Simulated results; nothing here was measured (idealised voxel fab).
The following process module bears the name voxel gate over fins.
For reference, the cross-section in this document is cut, with width 280 nm and square cells of 5 nm.
If you're reading a cross-section in this doc, picture square cells in a grid; it comes to you as bands, top ones listed first down to the bottom, and a band can be one or more rows of cells.
Band: top height; bottom height; in nm. Then, left to right: material with width in nm, for each material. "everywhere": a single material spanning edge to edge. "air": empty space.
It should be noted that heights are counted from 0, beneath which the wafer as supplied is of one material throughout, and that the lowest band possesses no lower boundary but continues downward, as written in "0 nm and below".
Note: "30 to 40" means the width goes from the first number (top row of the band) to the second number (bottom row) in equal steps per row of cells.
Step note "no modification" = no cross-section cell changed.
The list in "Closed void inventory" covers empty spaces of 8 cells or more that cannot reach the top through any open way, and it gives each as width x height at distance; the distance is from the left edge, and width, height and distance are in nm.
What comes after the settings on a step's line is commentary from the simulator itself on that step.
overlay nm: right-of-plan distance of the mask on a masked step; negative values mean left-of-plan.
PLANNED STEP LIST FOR THE PROCESS
1,RECEIVE: material Si
2,CONFORMAL_DEP: material SiN, thk nm 10
3,DIRECTIONAL_DEP: material aC, thk nm 15
4,PATTERN: tone cover, mask id FINS, material resist, width nm 15, pitch nm 50, thk nm 30, overlay nm 0
5,DIRECTIONAL_ETCH: etch materials aC, depth nm 15
6,STRIP: etch materials resist
7,DIRECTIONAL_ETCH: etch materials SiN, depth nm 10
8,DIRECTIONAL_ETCH: etch materials Si, depth nm 30
9,STRIP: etch materials aC
10,OXIDIZE: depth nm 5
11,FILL_DEP: material SiO2, thk nm 15
12,CMP: height nm 10
13,MASKED_ETCH: tone open, mask id RAIL, width nm 15, etch materials SiO2, depth nm 35, overlay nm 0
14,CONFORMAL_DEP: material TiN, thk nm 5
15,FILL_DEP: material W, thk nm 5
16,CMP: height nm 10
17,SELECTIVE_ETCH: etch materials W Ru TiN, depth nm 25
18,FILL_DEP: material SiO2, thk nm 5
19,CMP: height nm 10
20,SELECTIVE_ETCH: etch materials SiO2, depth nm 20
21,STRIP: etch materials SiN
22,CONFORMAL_DEP: material HfO2, thk nm 5
23,CONFORMAL_DEP: material TiN, thk nm 5
24,FILL_DEP: material W, thk nm 15
25,CMP: height nm 20
26,CONFORMAL_DEP: material SiN, thk nm 5
SHOWN IN CROSS-SECTION IS THE WAFER AS RECEIVED, THAT IS, AS IT STANDS AFTER STEP 1
> 0 nm and below | Si everywhere
> Closed void inventory: none
RESULT OF THE MODULE, CROSS-SECTIONED: START PER ABOVE, PLAN PER ABOVE, ONE ERROR IN HOW IT WAS RUN
> 25 nm to 20 nm | SiN everywhere
> 20 nm to 10 nm | W everywhere
> 10 nm to 5 nm | W 50  TiN 25  W 25  TiN 25  W 25  TiN 25  W 25  TiN 25  W 55
> 5 nm to 0 nm | W 50  TiN 5  HfO2 15  TiN 5  W 25  TiN 5  HfO2 15  TiN 5  W 25  TiN 5  HfO2 15  TiN 5  W 25  TiN 5  HfO2 15  TiN 5  W 55
> 0 nm to -5 nm | TiN 55  HfO2 5  Si 5  HfO2 5  TiN 35  HfO2 5  Si 5  HfO2 5  TiN 35  HfO2 5  Si 5  HfO2 5  TiN 35  HfO2 5  Si 5  HfO2 5  TiN 60
> -5 nm to -10 nm | HfO2 60  Si 5  HfO2 45  Si 5  HfO2 45  Si 5  HfO2 45  Si 5  HfO2 65
> -10 nm to -15 nm | SiO2 60  Si 5  SiO2 45  Si 5  SiO2 45  Si 5  SiO2 45  Si 5  SiO2 65
> -15 nm to -20 nm | SiO2 60  Si 5  SiO2 20  TiN 5  W 5  TiN 5  SiO2 10  Si 5  SiO2 45  Si 5  SiO2 45  Si 5  SiO2 65
> -20 nm to -25 nm | SiO2 60  Si 5  SiO2 20  TiN 15  SiO2 10  Si 5  SiO2 45  Si 5  SiO2 45  Si 5  SiO2 65
> -25 nm to -35 nm | SiO2 60  Si 5  SiO2 45  Si 5  SiO2 45  Si 5  SiO2 45  Si 5  SiO2 65
> -35 nm and below | Si everywhere
> Closed void inventory: none
Heads up, the wafer didn't run the way we planned it: step 13 went in with a setting other than planned; the actual run was MASKED_ETCH: tone open, mask id RAIL, width nm 15, etch materials SiO2, depth nm 35, overlay nm 5
